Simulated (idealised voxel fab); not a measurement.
process module | voxel double patterning
cross-section cut | 160 nm wide | cells 5 nm
A cross-section is a grid of square cells, given in bands from the top down. A band is one or more rows of cells.
Each band's line starts with the height of the band's top and of its bottom, in nm. Then come its materials from left to right, each with its width in nm. One material with "throughout" fills the band from edge to edge. "air" is empty space.
Height 0 is the level under which the wafer as received is all one material. The lowest band goes on downwards, as in "0 down".
A width such as "30 to 40" changes by the same amount from each row of cells to the next, from the band's top row to its bottom row.
"no change" after a step means that no cell of the cross-section changed.
closed voids: empty space of 8 cells or more with no open way to the top, each as width x height at its distance from the left edge, in nm
after a step's settings: what the simulator itself notes on the step
overlay nm, on a step with a mask: how far to the right of its planned place the mask lay; to the left if negative
plan
1 op RECEIVE | material Si
2 op CONFORMAL_DEP | material SiO2 | thk nm 10
3 op DIRECTIONAL_DEP | material W | thk nm 10
4 op DIRECTIONAL_DEP | material SiN | thk nm 5
5 op DIRECTIONAL_DEP | material aC | thk nm 15
6 op PATTERN | tone open | mask id FIRST | material resist | width nm 15 | pitch nm 50 | thk nm 35 | overlay nm 0
7 op DIRECTIONAL_ETCH | etch materials aC | depth nm 15
8 op STRIP | etch materials resist
9 op DIRECTIONAL_ETCH | etch materials SiN | depth nm 5
10 op STRIP | etch materials aC
11 op DIRECTIONAL_DEP | material aC | thk nm 10
12 op PATTERN | tone open | mask id SECOND | material resist | width nm 15 | thk nm 30 | overlay nm 0
13 op DIRECTIONAL_ETCH | etch materials aC | depth nm 10
14 op STRIP | etch materials resist
15 op DIRECTIONAL_ETCH | etch materials SiN | depth nm 5
16 op STRIP | etch materials aC
17 op DIRECTIONAL_ETCH | etch materials W | depth nm 10
18 op STRIP | etch materials SiN
as received, after step 1
  0 down: Si throughout
  closed voids: none
first wafer at the end, as planned
  20 to 10: W 45 | air 15 | W 10 | air 15 | W 10 | air 15 | W 50
  10 to 0: SiO2 throughout
  0 down: Si throughout
  closed voids: none
second wafer at the end: like start, like plan, one mistake
  20 to 10: SiO2 throughout
  10 to 0: W throughout
  0 down: Si throughout
  closed voids: none
what went wrong: steps 2 and 3 were swapped
at the end the second wafer has, in cells: 18 more of W
